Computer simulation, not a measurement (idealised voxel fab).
This is a process module. Its name is voxel self aligned contacts.
Section cut is 200 nm wide and gridded with 5 nm square cells.
We lay out every cross-section as a grid of square cells and spell it out in bands from the top down, where one band means one or more rows of cells.
Look at the band entry: it leads with the top's height and the bottom's height in nm. Then it lists the materials left to right, with a width in nm for each. The word "throughout" on a single material says that material fills the band edge to edge. The word "air" is empty space.
Height datum 0, below which the as-received substrate wafer is one material. Lowest band open at the bottom, running downward: "0 -> down".
A two-number width, for instance "30..40", indicates that the width is equal to the first number in the top row of the band and to the second number in the bottom row, and that it changes by a constant amount per row of cells.
Where the words "nothing altered" appear for a step, the cross-section shows no cell changed by that step; every cell remained as before.
Closed-off voids of 8+ cells (no open route to the top) go in "Enclosed void catalog", written width x height at distance from the left edge, in nm.
Where a step's line continues beyond its settings, the continuation is a remark by the simulator itself on that step.
Steps that use a mask can have "overlay nm" on their line. It says how far the mask sat to the right of where it was meant to be. Negative means to the left.

[plan]
- 1: RECEIVE (material Si)
- 2: OXIDIZE (depth nm 5)
- 3: DIRECTIONAL_DEP (material polySi; thk nm 20)
- 4: DIRECTIONAL_DEP (material SiN; thk nm 25)
- 5: DIRECTIONAL_DEP (material aC; thk nm 10)
- 6: PATTERN (tone cover; mask id GATE; material resist; width nm 30; pitch nm 65; thk nm 30; overlay nm 0)
- 7: DIRECTIONAL_ETCH (etch materials aC; depth nm 10)
- 8: STRIP (etch materials resist)
- 9: DIRECTIONAL_ETCH (etch materials SiN; depth nm 25)
- 10: DIRECTIONAL_ETCH (etch materials polySi; depth nm 20)
- 11: STRIP (etch materials aC)
- 12: CONFORMAL_DEP (material SiN; thk nm 10)
- 13: DIRECTIONAL_ETCH (etch materials SiN; depth nm 10)
- 14: FILL_DEP (material SiO2; thk nm 20)
- 15: CMP (height nm 55)
- 16: MASKED_ETCH (tone open; mask id CONTACT; width nm 45; pitch nm 65; etch materials SiO2; depth nm 60; overlay nm 0)
- 17: CONFORMAL_DEP (material TiN; thk nm 5)
- 18: FILL_DEP (material Ru; thk nm 10)
- 19: CMP (height nm 55)
- 20: CONFORMAL_DEP (material SiN; thk nm 5)

[The cross-section here shows the wafer as received, i.e. in its state after step 1]
> 0 -> down | Si throughout
> Enclosed void catalog: none

[One mistake in running the module, otherwise start and plan as above: cross-section at the end]
> 60 -> 55 | SiN throughout
> 55 -> 40 | 45 of SiO2  5 of TiN  35 of Ru  5 of TiN  20 of SiO2  5 of TiN  35 of Ru  5 of TiN  45 of SiO2
> 40 -> 35 | 45 of SiO2  10 of TiN  25 of Ru  10 of TiN  20 of SiO2  10 of TiN  25 of Ru  10 of TiN  45 of SiO2
> 35 -> 20 | 20 of SiO2  30 of SiN  5 of TiN  25 of Ru  5 of TiN  30 of SiN  5 of TiN  25 of Ru  5 of TiN  30 of SiN  20 of SiO2
> 20 -> 0 | 20 of SiO2  30 of polySi  5 of TiN  25 of Ru  5 of TiN  30 of polySi  5 of TiN  25 of Ru  5 of TiN  30 of polySi  20 of SiO2
> 0 -> -5 | 50 of SiO2  35 of TiN  30 of SiO2  35 of TiN  50 of SiO2
> -5 -> down | Si throughout
> Enclosed void catalog: none
The plan and the run diverged here: step 12 of the plan did not run at all; it was left out
